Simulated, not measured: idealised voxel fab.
A process module follows: voxel wiring stack.
Xsec cut, 240 nm wide, square cell size 5 nm.
Throughout this document, each cross-section is represented as a grid of square cells and is presented as a sequence of bands enumerated from the top downward, where a band comprises one or more rows of cells.
Band entry format. Leading values: height of top, height of bottom, nm. Remainder: materials in left-to-right order, each with its width in nm. Special words: "all across" on a single material, which then fills the band edge to edge; "air", empty space.
Counting heights begins at 0, where everything beneath is, in the wafer as received, one material. The lowest band has no bottom; it goes on downwards, as "0 nm and below" shows.
You'd read "30->40" like this: the band's top row of cells is as wide as the first number, its bottom row is as wide as the second, and going down, every row changes width by the same amount as the row before did.
For the purposes of this document, the phrase "no alterations made" attached to a step denotes that no cell within the cross-section was modified by that step.
For the entry "Enclosed void entries", the listed items are empty spaces with no open way to the top whose size is 8 cells or more; each item follows the pattern width x height at distance, where distance is from the left edge and all three are in nm.
On a step's line, text after the settings is the simulator commenting on that step.
overlay nm: for a step with a mask, the amount by which the mask lay right of where it was planned; a negative amount means left of it.
## Planned process steps
| 1 | RECEIVE: material Si |
| 2 | CONFORMAL_DEP: material SiO2, thk nm 10 |
| 3 | DIRECTIONAL_DEP: material TiN, thk nm 5 |
| 4 | DIRECTIONAL_DEP: material Ru, thk nm 15 |
| 5 | DIRECTIONAL_DEP: material aC, thk nm 10 |
| 6 | PATTERN: tone cover, mask id METAL_1, material resist, width nm 20, pitch nm 50, thk nm 30, overlay nm 0 |
| 7 | DIRECTIONAL_ETCH: etch materials aC, depth nm 10 |
| 8 | STRIP: etch materials resist |
| 9 | DIRECTIONAL_ETCH: etch materials Ru, depth nm 15 |
| 10 | DIRECTIONAL_ETCH: etch materials TiN, depth nm 5 |
| 11 | STRIP: etch materials aC |
| 12 | CONFORMAL_DEP: material SiN, thk nm 5 |
| 13 | FILL_DEP: material SiO2, thk nm 10 |
| 14 | CMP: height nm 30 |
| 15 | CONFORMAL_DEP: material SiCN, thk nm 5 |
| 16 | DIRECTIONAL_DEP: material lowk, thk nm 10 |
| 17 | PATTERN: tone open, mask id PLUG_1, material resist, width nm 15, pitch nm 50, thk nm 15, overlay nm 0 |
| 18 | DIRECTIONAL_ETCH: etch materials lowk, depth nm 10 |
| 19 | DIRECTIONAL_ETCH: etch materials SiCN, depth nm 5 |
| 20 | STRIP: etch materials resist |
| 21 | EPI: material Ru, thk nm 10 |
| 22 | EPI: material Ru, thk nm 5 |
| 23 | CONFORMAL_DEP: material SiN, thk nm 5 |
| 24 | DIRECTIONAL_DEP: material SiO2, thk nm 20 |
| 25 | PATTERN: tone open, mask id METAL_2, material resist, width nm 20, pitch nm 50, thk nm 15, overlay nm 0 |
| 26 | DIRECTIONAL_ETCH: etch materials SiO2, depth nm 20 |
| 27 | DIRECTIONAL_ETCH: etch materials SiN, depth nm 5 |
| 28 | STRIP: etch materials resist |
| 29 | CONFORMAL_DEP: material TiN, thk nm 5 |
| 30 | FILL_DEP: material Cu, thk nm 5 |
| 31 | CMP: height nm 70 |
| 32 | EPI: material Ru, thk nm 5 |
| 33 | FILL_DEP: material SiCN, thk nm 5 |
| 34 | DIRECTIONAL_DEP: material SiO2, thk nm 15 |
| 35 | MASKED_ETCH: tone open, mask id PLUG_2, width nm 15, pitch nm 50, etch materials SiO2, depth nm 15, overlay nm 0 |
| 36 | MASKED_ETCH: tone open, mask id PLUG_2, width nm 15, pitch nm 50, etch materials SiCN, depth nm 5, overlay nm 0 |
| 37 | EPI: material Ru, thk nm 10 |
| 38 | EPI: material Ru, thk nm 10 |
| 39 | DIRECTIONAL_DEP: material TiN, thk nm 5 |
| 40 | DIRECTIONAL_DEP: material Ru, thk nm 25 |
| 41 | MASKED_ETCH: tone cover, mask id METAL_3, width nm 20, pitch nm 50, etch materials Ru, depth nm 25, overlay nm 0 |
| 42 | MASKED_ETCH: tone cover, mask id METAL_3, width nm 20, pitch nm 50, etch materials TiN, depth nm 5, overlay nm 0 |
| 43 | FILL_DEP: material lowk, thk nm 5 |
| 44 | CMP: height nm 125 |
| 45 | CONFORMAL_DEP: material SiN, thk nm 5 |
## Cross-section of the wafer as it came to us, i.e., already through step 1
0 nm and below | Si all across
Enclosed void entries: none
## End-of-module XS, first of two wafers, run as planned
130 nm to 125 nm | SiN all across
125 nm to 100 nm | 60 nm lowk, then 20 nm Ru, then 30 nm lowk, then 20 nm Ru, then 30 nm lowk, then 20 nm Ru, then 60 nm lowk
100 nm to 95 nm | 60 nm lowk, then 20 nm TiN, then 30 nm lowk, then 20 nm TiN, then 30 nm lowk, then 20 nm TiN, then 60 nm lowk
95 nm to 80 nm | 60 nm SiO2, then 15 nm Ru, then 35 nm SiO2, then 15 nm Ru, then 35 nm SiO2, then 15 nm Ru, then 65 nm SiO2
80 nm to 70 nm | 60->55 nm SiCN, then 15->30 nm Ru, then 35->20 nm SiCN, then 15->30 nm Ru, then 35->20 nm SiCN, then 15->30 nm Ru, then 65->55 nm SiCN
70 nm to 50 nm | 60 nm SiO2, then 5 nm TiN, then 10 nm Cu, then 5 nm TiN, then 30 nm SiO2, then 5 nm TiN, then 10 nm Cu, then 5 nm TiN, then 30 nm SiO2, then 5 nm TiN, then 10 nm Cu, then 5 nm TiN, then 60 nm SiO2
50 nm to 45 nm | 60 nm SiN, then 20 nm TiN, then 30 nm SiN, then 20 nm TiN, then 30 nm SiN, then 20 nm TiN, then 60 nm SiN
45 nm to 35 nm | 60 nm lowk, then 15 nm Ru, then 35 nm lowk, then 15 nm Ru, then 35 nm lowk, then 15 nm Ru, then 65 nm lowk
35 nm to 30 nm | 60 nm SiCN, then 15 nm Ru, then 35 nm SiCN, then 15 nm Ru, then 35 nm SiCN, then 15 nm Ru, then 65 nm SiCN
30 nm to 15 nm | 55 nm SiO2, then 5 nm SiN, then 20 nm Ru, then 5 nm SiN, then 20 nm SiO2, then 5 nm SiN, then 20 nm Ru, then 5 nm SiN, then 20 nm SiO2, then 5 nm SiN, then 20 nm Ru, then 5 nm SiN, then 55 nm SiO2
15 nm to 10 nm | 60 nm SiN, then 20 nm TiN, then 30 nm SiN, then 20 nm TiN, then 30 nm SiN, then 20 nm TiN, then 60 nm SiN
10 nm to 0 nm | SiO2 all across
0 nm and below | Si all across
Enclosed void entries: none
## Second of two wafers, module complete, sectioned: it shares the first wafer's start and plan but was run with one mistake
130 nm to 125 nm | SiN all across
125 nm to 100 nm | 60 nm lowk, then 20 nm Ru, then 30 nm lowk, then 20 nm Ru, then 30 nm lowk, then 20 nm Ru, then 60 nm lowk
100 nm to 95 nm | 60 nm lowk, then 20 nm TiN, then 30 nm lowk, then 20 nm TiN, then 30 nm lowk, then 20 nm TiN, then 60 nm lowk
95 nm to 80 nm | 60 nm SiO2, then 15 nm Ru, then 35 nm SiO2, then 15 nm Ru, then 35 nm SiO2, then 15 nm Ru, then 65 nm SiO2
80 nm to 70 nm | 60->55 nm SiCN, then 15->30 nm Ru, then 35->20 nm SiCN, then 15->30 nm Ru, then 35->20 nm SiCN, then 15->30 nm Ru, then 65->55 nm SiCN
70 nm to 50 nm | 60 nm SiO2, then 5 nm TiN, then 10 nm Cu, then 5 nm TiN, then 30 nm SiO2, then 5 nm TiN, then 10 nm Cu, then 5 nm TiN, then 30 nm SiO2, then 5 nm TiN, then 10 nm Cu, then 5 nm TiN, then 60 nm SiO2
50 nm to 45 nm | 60 nm SiN, then 20 nm TiN, then 30 nm SiN, then 20 nm TiN, then 30 nm SiN, then 20 nm TiN, then 60 nm SiN
45 nm to 35 nm | 60 nm lowk, then 15 nm Ru, then 35 nm lowk, then 15 nm Ru, then 35 nm lowk, then 15 nm Ru, then 65 nm lowk
35 nm to 30 nm | 60 nm SiCN, then 15 nm Ru, then 35 nm SiCN, then 15 nm Ru, then 35 nm SiCN, then 15 nm Ru, then 65 nm SiCN
30 nm to 20 nm | 55 nm SiO2, then 5 nm SiN, then 20 nm Ru, then 5 nm SiN, then 20 nm SiO2, then 5 nm SiN, then 20 nm Ru, then 5 nm SiN, then 20 nm SiO2, then 5 nm SiN, then 20 nm Ru, then 5 nm SiN, then 55 nm SiO2
20 nm to 15 nm | 60 nm SiN, then 20 nm Ru, then 30 nm SiN, then 20 nm Ru, then 30 nm SiN, then 20 nm Ru, then 60 nm SiN
15 nm to 10 nm | Cu all across
10 nm to 0 nm | SiO2 all across
0 nm and below | Si all across
Enclosed void entries: none
In executing the process, a mistake was made relative to the plan: note that step 3 departed from the planned setting and was carried out as DIRECTIONAL_DEP: material Cu, thk nm 5
Materials where the second wafer ends with more or fewer cells than the first: Cu: 48 more; SiN: 6 fewer; SiO2: 30 fewer; TiN: 12 fewer
